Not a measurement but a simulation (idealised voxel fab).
process module | voxel air gaps
Displayed cross-section: cut, width of 265 nm, square cells sized 5 nm.
Think of the cross-section as a grid of square cells. We describe it in bands, top to bottom, and each band covers one or more rows of those cells.
The band entry comprises the height of the band's top followed by the height of its bottom, expressed in nm, and subsequently the band's materials from left to right, each stated together with its width in nm. Where a single material is marked with the word "edge to edge", that material fills the band from edge to edge. The word "blank" represents empty space.
Basically, 0 is our baseline, since under it the wafer straight out of the box is all one material. The bottom band has no lower end and keeps on going down, so it looks like "0 down".
The width entry "30 to 40" should be interpreted row by row: the top row of cells in the band takes the first number, the bottom row takes the second number, and the change between adjacent rows is uniform throughout.
It should be understood that the words "no modification", when stated for a given step, signify that the cross-section underwent no change in any of its cells during that step.
"Enclosed void list" specifies each empty space that is not open to the top and that occupies no fewer than 8 cells, using the form width x height at distance, the distance measured from the left edge and all three quantities in nm.
Anything after a step's settings on that line? It's the simulator's own note about the step.
overlay nm: mask offset rightward from planned place, masked step; negative means leftward offset.
-- Steps in the process plan
1 RECEIVE: material Si
2 CONFORMAL_DEP: material SiO2, thk nm 10
3 CONFORMAL_DEP: material SiCN, thk nm 5
4 DIRECTIONAL_DEP: material lowk, thk nm 40
5 PATTERN: tone open, mask id LINES, material resist, width nm 20, pitch nm 45, thk nm 15, overlay nm 0
6 DIRECTIONAL_ETCH: etch materials lowk, depth nm 40
7 STRIP: etch materials resist
8 CONFORMAL_DEP: material TiN, thk nm 5
9 FILL_DEP: material W, thk nm 5
10 CMP: height nm 55
11 EPI: material Ru, thk nm 10
12 SELECTIVE_ETCH: etch materials lowk, depth nm 50
13 CONFORMAL_DEP: material SiCN, thk nm 5
-- Cross-section of the incoming wafer, state after step 1
  0 down  Si edge to edge
  Enclosed void list: none
-- The first of two wafers, cross-sectioned at the end of the module, with the run proceeding as planned
  70 to 65  40 blank; 185 SiCN; 40 blank
  65 to 55  40 blank; 5 SiCN; 40 Ru; 5 SiCN; 40 Ru; 5 SiCN; 40 Ru; 5 SiCN; 40 Ru; 5 SiCN; 40 blank
  55 to 50  40 blank; 15 SiCN; 5 TiN; 10 W; 5 TiN; 25 SiCN; 5 TiN; 10 W; 5 TiN; 25 SiCN; 5 TiN; 10 W; 5 TiN; 25 SiCN; 5 TiN; 10 W; 5 TiN; 15 SiCN; 40 blank
  50 to 20  50 blank; 5 SiCN; 5 TiN; 10 W; 5 TiN; 5 SiCN; 15 blank; 5 SiCN; 5 TiN; 10 W; 5 TiN; 5 SiCN; 15 blank; 5 SiCN; 5 TiN; 10 W; 5 TiN; 5 SiCN; 15 blank; 5 SiCN; 5 TiN; 10 W; 5 TiN; 5 SiCN; 50 blank
  20 to 15  55 SiCN; 20 TiN; 25 SiCN; 20 TiN; 25 SiCN; 20 TiN; 25 SiCN; 20 TiN; 55 SiCN
  15 to 10  SiCN edge to edge
  10 to 0  SiO2 edge to edge
  0 down  Si edge to edge
  Enclosed void list: 15 x 30 at 80; 15 x 30 at 125; 15 x 30 at 170
-- Cross-section of the latter of the two wafers at module completion. It had an identical start and an identical plan to the former; in running it, one mistake was made
  75 to 70  SiCN edge to edge
  70 to 60  Ru edge to edge
  60 to 55  60 TiN; 10 W; 35 TiN; 10 W; 35 TiN; 10 W; 35 TiN; 10 W; 60 TiN
  55 to 20  55 lowk; 5 TiN; 10 W; 5 TiN; 25 lowk; 5 TiN; 10 W; 5 TiN; 25 lowk; 5 TiN; 10 W; 5 TiN; 25 lowk; 5 TiN; 10 W; 5 TiN; 55 lowk
  20 to 15  55 lowk; 20 TiN; 25 lowk; 20 TiN; 25 lowk; 20 TiN; 25 lowk; 20 TiN; 55 lowk
  15 to 10  SiCN edge to edge
  10 to 0  SiO2 edge to edge
  0 down  Si edge to edge
  Enclosed void list: none
It is concluded that the wafer was processed incorrectly with respect to the plan, in that heads up, step 10 didn't go per plan, it actually ran as CMP: height nm 60
Once processing is complete, comparing cell counts shows that the second wafer has more or fewer of certain materials than the first: +42 Ru, -100 SiCN, +45 TiN, +8 W, +296 lowk
The second wafer ends with 0 closed voids, and the first wafer ends with 3.
